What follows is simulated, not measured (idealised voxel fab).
process module | voxel transistor to metal
For reference, the cross-section in this document is cut, with width 215 nm and square cells of 5 nm.
We lay out every cross-section as a grid of square cells and spell it out in bands from the top down, where one band means one or more rows of cells.
Each band's line starts with the height of the band's top and of its bottom, in nm. Then come its materials from left to right, each with its width in nm. One material with "full width" fills the band from edge to edge. "air" is empty space.
Heights are reckoned from 0. Under this level, the received wafer is all of one material. The bottommost band is open-ended downward, for example "0..down".
Width "30..40": first value at the band's top row of cells, second value at its bottom row, equal change from row to row.
It should be understood that the words "remained the same", when stated for a given step, signify that the cross-section underwent no change in any of its cells during that step.
The list in "Trapped voids" covers empty spaces of 8 cells or more that cannot reach the top through any open way, and it gives each as width x height at distance; the distance is from the left edge, and width, height and distance are in nm.
Read whatever lies past the settings on a step's line as the simulator's own remark about the step.
"overlay nm" denotes, for a step that has a mask, the displacement of the mask to the right of its planned place, with negative values corresponding to the left.

These are the steps we planned for the process:
1,RECEIVE, material Si
2,CONFORMAL_DEP, material SiO2, thk nm 5
3,CONFORMAL_DEP, material SiN, thk nm 10
4,DIRECTIONAL_DEP, material aC, thk nm 15
5,PATTERN, tone cover, mask id ACTIVE, material resist, width nm 115, thk nm 30, overlay nm 0
6,DIRECTIONAL_ETCH, etch materials aC, depth nm 15
7,STRIP, etch materials resist
8,DIRECTIONAL_ETCH, etch materials SiN, depth nm 10
9,DIRECTIONAL_ETCH, etch materials SiO2, depth nm 5
10,DIRECTIONAL_ETCH, etch materials Si, depth nm 30
11,STRIP, etch materials aC
12,FILL_DEP, material SiO2, thk nm 10
13,CMP, height nm 15
14,SELECTIVE_ETCH, etch materials SiO2, depth nm 5
15,STRIP, etch materials SiN
16,SELECTIVE_ETCH, etch materials SiO2, depth nm 5
17,OXIDIZE, depth nm 5
18,DIRECTIONAL_DEP, material polySi, thk nm 30
19,DIRECTIONAL_DEP, material SiCN, thk nm 15
20,MASKED_ETCH, tone cover, mask id GATE, width nm 35, etch materials SiCN, depth nm 25, overlay nm 0
21,MASKED_ETCH, tone cover, mask id GATE, width nm 35, etch materials polySi, depth nm 40, overlay nm 0
22,CONFORMAL_DEP, material SiO2, thk nm 5
23,DIRECTIONAL_ETCH, etch materials SiO2, depth nm 5
24,CONFORMAL_DEP, material SiN, thk nm 5
25,DIRECTIONAL_ETCH, etch materials SiN, depth nm 5
26,DIRECTIONAL_ETCH, etch materials SiO2, depth nm 5
27,DIRECTIONAL_ETCH, etch materials Si, depth nm 15
28,EPI, material pSi, thk nm 20
29,FILL_DEP, material SiO2, thk nm 5
30,CMP, height nm 30
31,STRIP, etch materials polySi
32,SELECTIVE_ETCH, etch materials SiO2, depth nm 5
33,CONFORMAL_DEP, material HfO2, thk nm 5
34,CONFORMAL_DEP, material TiN, thk nm 5
35,FILL_DEP, material W, thk nm 5
36,CMP, height nm 25
37,DIRECTIONAL_DEP, material SiO2, thk nm 10
38,MASKED_ETCH, tone open, mask id CONTACT, width nm 20, pitch nm 85, etch materials SiO2, depth nm 20, overlay nm 0
39,CONFORMAL_DEP, material TiN, thk nm 5
40,FILL_DEP, material W, thk nm 5
41,CMP, height nm 35
42,DIRECTIONAL_DEP, material TiN, thk nm 5
43,DIRECTIONAL_DEP, material W, thk nm 15
44,MASKED_ETCH, tone cover, mask id METAL_1, width nm 20, pitch nm 85, etch materials W, depth nm 5, overlay nm 0
45,MASKED_ETCH, tone cover, mask id METAL_1, width nm 20, pitch nm 85, etch materials TiN, depth nm 5, overlay nm 0
46,FILL_DEP, material SiO2, thk nm 5
47,CMP, height nm 55
48,CONFORMAL_DEP, material SiN, thk nm 5
For this document, wafers share an identical start and vary in the step 44 depth nm; the plan quotes the first wafer's value.

First wafer as received, after step 1:
	0..down  Si full width
	Trapped voids: none

Take a look at the first of several wafers in cross-section: the module is done, and step 48 was its last step:
	60..55  SiN full width
	55..50  SiO2=55 / W=20 / SiO2=65 / W=20 / SiO2=55
	50..40  W full width
	40..35  TiN full width
	35..25  SiO2=55 / TiN=5 / W=10 / TiN=5 / SiO2=65 / TiN=5 / W=10 / TiN=5 / SiO2=55
	25..20  SiO2=55 / TiN=5 / W=10 / TiN=5 / SiO2=5 / SiN=5 / HfO2=5 / TiN=5 / W=25 / TiN=5 / HfO2=5 / SiN=5 / SiO2=5 / TiN=5 / W=10 / TiN=5 / SiO2=55
	20..15  SiO2=55 / TiN=20 / SiO2=5 / SiN=5 / HfO2=5 / TiN=5 / W=25 / TiN=5 / HfO2=5 / SiN=5 / SiO2=5 / TiN=20 / SiO2=55
	15..5  SiO2=45 / pSi=35 / SiN=5 / HfO2=5 / TiN=5 / W=25 / TiN=5 / HfO2=5 / SiN=5 / pSi=35 / SiO2=45
	5..0  SiO2=45 / pSi=5 / SiN=5 / pSi=25 / SiN=5 / HfO2=5 / TiN=35 / HfO2=5 / SiN=5 / pSi=25 / SiN=5 / pSi=5 / SiO2=45
	0..-5  SiO2=55 / pSi=25 / SiO2=5 / HfO2=45 / SiO2=5 / pSi=25 / SiO2=55
	-5..-20  SiO2=50 / Si=5 / pSi=25 / Si=55 / pSi=25 / Si=5 / SiO2=50
	-20..-30  SiO2=50 / Si=115 / SiO2=50
	-30..down  Si full width
	Trapped voids: none

Showing the last wafer in cross-section at the end of the module:
	60..55  SiN full width
	55..40  SiO2=55 / W=20 / SiO2=65 / W=20 / SiO2=55
	40..35  SiO2=55 / TiN=20 / SiO2=65 / TiN=20 / SiO2=55
	35..25  SiO2=55 / TiN=5 / W=10 / TiN=5 / SiO2=65 / TiN=5 / W=10 / TiN=5 / SiO2=55
	25..20  SiO2=55 / TiN=5 / W=10 / TiN=5 / SiO2=5 / SiN=5 / HfO2=5 / TiN=5 / W=25 / TiN=5 / HfO2=5 / SiN=5 / SiO2=5 / TiN=5 / W=10 / TiN=5 / SiO2=55
	20..15  SiO2=55 / TiN=20 / SiO2=5 / SiN=5 / HfO2=5 / TiN=5 / W=25 / TiN=5 / HfO2=5 / SiN=5 / SiO2=5 / TiN=20 / SiO2=55
	15..5  SiO2=45 / pSi=35 / SiN=5 / HfO2=5 / TiN=5 / W=25 / TiN=5 / HfO2=5 / SiN=5 / pSi=35 / SiO2=45
	5..0  SiO2=45 / pSi=5 / SiN=5 / pSi=25 / SiN=5 / HfO2=5 / TiN=35 / HfO2=5 / SiN=5 / pSi=25 / SiN=5 / pSi=5 / SiO2=45
	0..-5  SiO2=55 / pSi=25 / SiO2=5 / HfO2=45 / SiO2=5 / pSi=25 / SiO2=55
	-5..-20  SiO2=50 / Si=5 / pSi=25 / Si=55 / pSi=25 / Si=5 / SiO2=50
	-20..-30  SiO2=50 / Si=115 / SiO2=50
	-30..down  Si full width
	Trapped voids: none

The table below has one row for each wafer; a row shows, as of the end of the module, how many cells of each material the wafer has gained, marked (+), or lost, marked (-), since it was received, and then the wafer's closed voids:
depth nm 5; +19 HfO2; -173 Si; +55 SiN; +331 SiO2; +78 TiN; +126 W; +80 pSi; Trapped voids: none
depth nm 10; +19 HfO2; -173 Si; +55 SiN; +366 SiO2; +78 TiN; +91 W; +80 pSi; Trapped voids: none
depth nm 15; +19 HfO2; -173 Si; +55 SiN; +436 SiO2; +43 TiN; +56 W; +80 pSi; Trapped voids: none
depth nm 20; +19 HfO2; -173 Si; +55 SiN; +436 SiO2; +43 TiN; +56 W; +80 pSi; Trapped voids: none
depth nm 25; +19 HfO2; -173 Si; +55 SiN; +436 SiO2; +43 TiN; +56 W; +80 pSi; Trapped voids: none
depth nm 30; +19 HfO2; -173 Si; +55 SiN; +436 SiO2; +43 TiN; +56 W; +80 pSi; Trapped voids: none
